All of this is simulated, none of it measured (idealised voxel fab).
Process module under the name voxel capacitor over wiring
Displayed cross-section: cut, width of 230 nm, square cells sized 5 nm.
A cross-section in this document is a grid of square cells, and it is written down as bands, the top band listed before the ones below it; a band is made up of one or more rows of cells. It is stipulated that each band's entry specify, in nanometres, the height of the top of the band and then that of its bottom, followed by the materials of the band in left-to-right sequence, each together with its width in nanometres. A single material marked by the word "edge to edge" is understood to fill the band from edge to edge; the word "empty" is understood to denote empty space. Heights from 0 (as-received wafer is one material below). Bottom band endless downward, as "z 0 and below". Graded width ("30..40"): value in top row of band = first number; value in bottom row = second number; row-to-row change constant. Reading "everything unchanged" for a step: not a cell of the cross-section changed in it. "Closed internal cavities" - sealed voids, min. 8 cells, no opening to top; format: width x height at distance (distance from left edge; nm throughout). It should be noted that, on the line of a given step, the content following the step's settings is a remark produced by the simulator itself with respect to that step. Each step line may optionally specify "overlay nm", which for a step with a mask gives the rightward distance between the mask's planned place and where it lay, a negative value indicating the leftward direction.
-- Process steps foreseen in the plan
1: RECEIVE (material Si)
2: CONFORMAL_DEP (material SiO2; thk nm 10)
3: DIRECTIONAL_DEP (material TiN; thk nm 5)
4: DIRECTIONAL_DEP (material Ru; thk nm 25)
5: DIRECTIONAL_DEP (material aC; thk nm 15)
6: PATTERN (tone cover; mask id METAL_1; material resist; width nm 25; pitch nm 90; thk nm 30; overlay nm 0)
7: DIRECTIONAL_ETCH (etch materials aC; depth nm 15)
8: STRIP (etch materials resist)
9: DIRECTIONAL_ETCH (etch materials Ru; depth nm 25)
10: DIRECTIONAL_ETCH (etch materials TiN; depth nm 5)
11: STRIP (etch materials aC)
12: CONFORMAL_DEP (material SiCN; thk nm 5)
13: FILL_DEP (material SiO2; thk nm 10)
14: CMP (height nm 40)
15: CONFORMAL_DEP (material SiCN; thk nm 5)
16: DIRECTIONAL_DEP (material SiO2; thk nm 20)
17: PATTERN (tone open; mask id PLUG_1; material resist; width nm 15; thk nm 15; overlay nm 0)
18: DIRECTIONAL_ETCH (etch materials SiO2; depth nm 20)
19: DIRECTIONAL_ETCH (etch materials SiCN; depth nm 5)
20: STRIP (etch materials resist)
21: CONFORMAL_DEP (material TiN; thk nm 5)
22: FILL_DEP (material Ru; thk nm 5)
23: CMP (height nm 65)
24: DIRECTIONAL_DEP (material TiN; thk nm 5)
25: DIRECTIONAL_DEP (material HfO2; thk nm 5)
26: DIRECTIONAL_DEP (material TiN; thk nm 5)
27: DIRECTIONAL_DEP (material aC; thk nm 10)
28: PATTERN (tone cover; mask id UPPER_PLATE; material resist; width nm 70; thk nm 25; overlay nm 0)
29: DIRECTIONAL_ETCH (etch materials aC; depth nm 10)
30: STRIP (etch materials resist)
31: DIRECTIONAL_ETCH (etch materials TiN; depth nm 5)
32: DIRECTIONAL_ETCH (etch materials HfO2; depth nm 5)
33: STRIP (etch materials aC)
34: DIRECTIONAL_DEP (material aC; thk nm 10)
35: PATTERN (tone cover; mask id LOWER_PLATE; material resist; width nm 80; thk nm 30; overlay nm 0)
36: DIRECTIONAL_ETCH (etch materials aC; depth nm 10)
37: STRIP (etch materials resist)
38: DIRECTIONAL_ETCH (etch materials TiN; depth nm 5)
39: STRIP (etch materials aC)
40: FILL_DEP (material SiO2; thk nm 15)
41: CMP (height nm 90)
42: PATTERN (tone open; mask id PLUG_2; material resist; width nm 15; thk nm 20; overlay nm 0)
43: DIRECTIONAL_ETCH (etch materials SiO2; depth nm 10)
44: STRIP (etch materials resist)
45: CONFORMAL_DEP (material TiN; thk nm 5)
46: FILL_DEP (material W; thk nm 10)
47: CMP (height nm 90)
48: CONFORMAL_DEP (material SiN; thk nm 5)
-- Wafer as received: cross-section following step 1
- z 0 and below = Si edge to edge
- Closed internal cavities: none
-- The module was run from the start shown above using the plan shown above, but one mistake was made doing it; the resulting wafer cross-section is below
- z 95 to 90 = SiN edge to edge
- z 90 to 85 = SiO2: 75 / TiN: 5 / W: 5 / TiN: 5 / SiO2: 140
- z 85 to 75 = SiO2: 75..65 / TiN: 15..70 / SiO2: 140..95
- z 75 to 70 = SiO2: 65 / HfO2: 70 / SiO2: 95
- z 70 to 65 = SiO2: 60 / TiN: 80 / SiO2: 90
- z 65 to 45 = SiO2: 65 / TiN: 5 / Ru: 5 / TiN: 5 / SiO2: 150
- z 45 to 40 = SiCN: 65 / TiN: 15 / SiCN: 150
- z 40 to 15 = Ru: 55 / SiCN: 5 / SiO2: 15 / SiCN: 5 / Ru: 65 / SiCN: 5 / SiO2: 15 / SiCN: 5 / Ru: 60
- z 15 to 10 = TiN: 55 / SiCN: 25 / TiN: 65 / SiCN: 25 / TiN: 60
- z 10 to 0 = SiO2 edge to edge
- z 0 and below = Si edge to edge
- Closed internal cavities: none
Misprocessing identified: contrary to plan, step 6 was performed as PATTERN (tone open; mask id METAL_1; material resist; width nm 25; pitch nm 90; thk nm 30; overlay nm 0)
